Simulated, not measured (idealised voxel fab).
process module | voxel fin reveal
cross-section cut | 245 nm wide | cells 5 nm
A cross-section is a grid of square cells, given in bands from the top down. A band is one or more rows of cells.
Each band's line starts with the height of the band's top and of its bottom, in nm. Then come its materials from left to right, each with its width in nm. One material with "throughout" fills the band from edge to edge. "air" is empty space.
Height 0 is the level under which the wafer as received is all one material. The lowest band goes on downwards, as in "0 down".
A width such as "30 to 40" changes by the same amount from each row of cells to the next, from the band's top row to its bottom row.
"no change" after a step means that no cell of the cross-section changed.
closed voids: empty space of 8 cells or more with no open way to the top, each as width x height at its distance from the left edge, in nm
after a step's settings: what the simulator itself notes on the step
overlay nm, on a step with a mask: how far to the right of its planned place the mask lay; to the left if negative
plan
1 op RECEIVE | material Si
2 op CONFORMAL_DEP | material SiN | thk nm 5
3 op PATTERN | tone cover | mask id FINS | material resist | width nm 15 | pitch nm 35 | thk nm 20 | overlay nm -15
4 op DIRECTIONAL_ETCH | etch materials SiN | depth nm 5
5 op DIRECTIONAL_ETCH | etch materials Si | depth nm 40
6 op STRIP | etch materials resist
7 op OXIDIZE | depth nm 5
8 op FILL_DEP | material SiO2 | thk nm 15
9 op CMP | height nm 5
10 op SELECTIVE_ETCH | etch materials SiO2 | depth nm 20
11 op STRIP | etch materials SiN
varied across the wafers: overlay nm of step 3. The plan shows the first wafer's value. All wafers start alike
first wafer as received, after step 1
  0 down: Si throughout
  closed voids: none
first wafer at the end, after step 11
  0 to -15: air 70 | Si 5 | air 30 | Si 5 | air 30 | Si 5 | air 100
  -15 to -45: SiO2 70 | Si 5 | SiO2 30 | Si 5 | SiO2 30 | Si 5 | SiO2 100
  -45 down: Si throughout
  closed voids: none
last wafer at the end
  0 to -15: air 100 | Si 5 | air 30 | Si 5 | air 30 | Si 5 | air 70
  -15 to -45: SiO2 100 | Si 5 | SiO2 30 | Si 5 | SiO2 30 | Si 5 | SiO2 70
  -45 down: Si throughout
  closed voids: none
each wafer at the end: cells of each material gained (+) or lost (-) since it was received, then its closed voids
overlay nm -15 | -414 Si | +276 SiO2 | closed voids: none
overlay nm -10 | -414 Si | +276 SiO2 | closed voids: none
overlay nm -5 | -414 Si | +276 SiO2 | closed voids: none
overlay nm 0 | -414 Si | +276 SiO2 | closed voids: none
overlay nm 5 | -414 Si | +276 SiO2 | closed voids: none
overlay nm 10 | -414 Si | +276 SiO2 | closed voids: none
overlay nm 15 | -414 Si | +276 SiO2 | closed voids: none
